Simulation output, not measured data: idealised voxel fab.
Presented below is a process module, voxel released beams.
Displayed cross-section: cut, width of 165 nm, square cells sized 5 nm.
In this document a cross-section is written as a grid of square cells. It is given as a series of bands, listed from the top down, and a band is one or more rows of cells.
Look at the band entry: it leads with the top's height and the bottom's height in nm. Then it lists the materials left to right, with a width in nm for each. The word "throughout" on a single material says that material fills the band edge to edge. The word "empty" is empty space.
Zero point of the height axis is 0; under it, received wafer = one material. Lowest band: continues down indefinitely, "0..down".
Read "30 to 40" as a graded width: first number on top, second number at the bottom, same change between each pair of neighbouring rows.
For the purposes of this document, the phrase "nothing was modified" attached to a step denotes that no cell within the cross-section was modified by that step.
Basically, "Completely sealed voids" tells you about the enclosed voids: empty spaces with no open way to the top, 8 cells or bigger, each written width x height at distance, where distance is from the left edge, all in nm.
Step line, after settings: the simulator's comment on this step.
On any step carrying a mask, the "overlay nm" setting, if present on the step's line, tells how far right of its planned place the mask lay; negative values point to the left.

PROCESS STEPS - PLAN
1. RECEIVE | material Si
2. CONFORMAL_DEP | material SiN | thk nm 10
3. DIRECTIONAL_DEP | material SiO2 | thk nm 20
4. PATTERN | tone open | mask id ANCHOR | material resist | width nm 20 | thk nm 20 | overlay nm 0
5. DIRECTIONAL_ETCH | etch materials SiO2 | depth nm 20
6. STRIP | etch materials resist
7. CONFORMAL_DEP | material TiN | thk nm 10
8. MASKED_ETCH | tone cover | mask id BEAM | width nm 115 | etch materials TiN | depth nm 10 | overlay nm 0
9. STRIP | etch materials SiO2
The wafers in this document start out alike and differ in the width nm applied at step 4; the plan shows the value used for the first wafer.

RECEIVED CONDITION OF THE FIRST OF SEVERAL WAFERS, SECTIONED: POST-STEP 1
    0..down | Si throughout
    Completely sealed voids: none

ROWS = WAFERS. AT MODULE END, EACH ROW LISTS PER MATERIAL THE CELLS GAINED (+) OR LOST (-) SINCE THE WAFER WAS RECEIVED, THEN THE CLOSED VOIDS
width nm 20; +66 SiN; +62 TiN; Completely sealed voids: none
width nm 25; +66 SiN; +62 TiN; Completely sealed voids: none
width nm 30; +66 SiN; +62 TiN; Completely sealed voids: none
width nm 35; +66 SiN; +62 TiN; Completely sealed voids: none
width nm 40; +66 SiN; +62 TiN; Completely sealed voids: none
width nm 45; +66 SiN; +62 TiN; Completely sealed voids: none
